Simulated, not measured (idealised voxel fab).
process module | voxel released beams
Shown is cross-section cut, with a width of 255 nm and square cells of size 5 nm.
Cross-section spec: square-cell grid; bands listed top down; each band is one or more rows.
Read a band's entry like this: the first values are the height of its top and the height of its bottom in nm, and what follows is the sequence of materials from left to right, each with its width in nm. Note that "empty" is empty space, and that a single material marked "everywhere" reaches across the band from edge to edge.
Heights are measured from 0, the level below which the as-received wafer is all one material; the lowest band has no bottom and continues downward, written as in "0 down".
Top row gets the first number, bottom row gets the second, and each row in between changes by the same step: that is how a band width like "30 to 40" works.
"remained unchanged" (step): cross-section cells unchanged, all of them.
Closed empty spaces (no open way to the top) of 8 cells or more are what "Fully sealed voids" lists, each as width x height at distance from the left edge, nm for all three.
Heads up: the bit after the settings on a step's line is the simulator's remark on that step.
Among the settings permitted on a step's line is "overlay nm"; applied to a step with a mask, it specifies the extent to which the mask lay to the right of its planned position, whereas a negative figure signifies a position to the left.

-- Process steps (planned)
1. RECEIVE [material Si]
2. CONFORMAL_DEP [material SiN] [thk nm 10]
3. DIRECTIONAL_DEP [material SiO2] [thk nm 15]
4. DIRECTIONAL_DEP [material aC] [thk nm 15]
5. PATTERN [tone open] [mask id ANCHOR] [material resist] [width nm 45] [thk nm 30] [overlay nm 0]
6. DIRECTIONAL_ETCH [etch materials aC] [depth nm 15]
7. STRIP [etch materials resist]
8. DIRECTIONAL_ETCH [etch materials SiO2] [depth nm 15]
9. STRIP [etch materials aC]
10. CONFORMAL_DEP [material TiN] [thk nm 15]
11. MASKED_ETCH [tone cover] [mask id BEAM] [width nm 95] [etch materials TiN] [depth nm 15] [overlay nm 0]
12. STRIP [etch materials SiO2]

-- Cross-section, incoming material, after step 1
- 0 down | Si everywhere
- Fully sealed voids: none

-- first wafer at the end, as planned
- 40 to 25 | empty 75 / TiN 20 / empty 15 / TiN 60 / empty 85
- 25 to 10 | empty 80 / TiN 45 / empty 130
- 10 to 0 | SiN everywhere
- 0 down | Si everywhere
- Fully sealed voids: none

-- Cross-sectional image of the second wafer of the two following completion of the module. Starting state and process plan were the same as for the first wafer; one execution error occurred
- 40 to 25 | empty 75 / TiN 65 / empty 115
- 25 to 10 | empty 65 / TiN 15 / SiO2 45 / TiN 45 / empty 85
- 10 to 0 | SiN everywhere
- 0 down | Si everywhere
- Fully sealed voids: none
What went wrong in running the wafer? step 5 off recipe, ran as PATTERN [tone cover] [mask id ANCHOR] [material resist] [width nm 45] [thk nm 30] [overlay nm 0]
Count the cells at the end and the second wafer has more or fewer of some materials than the first: +27 SiO2
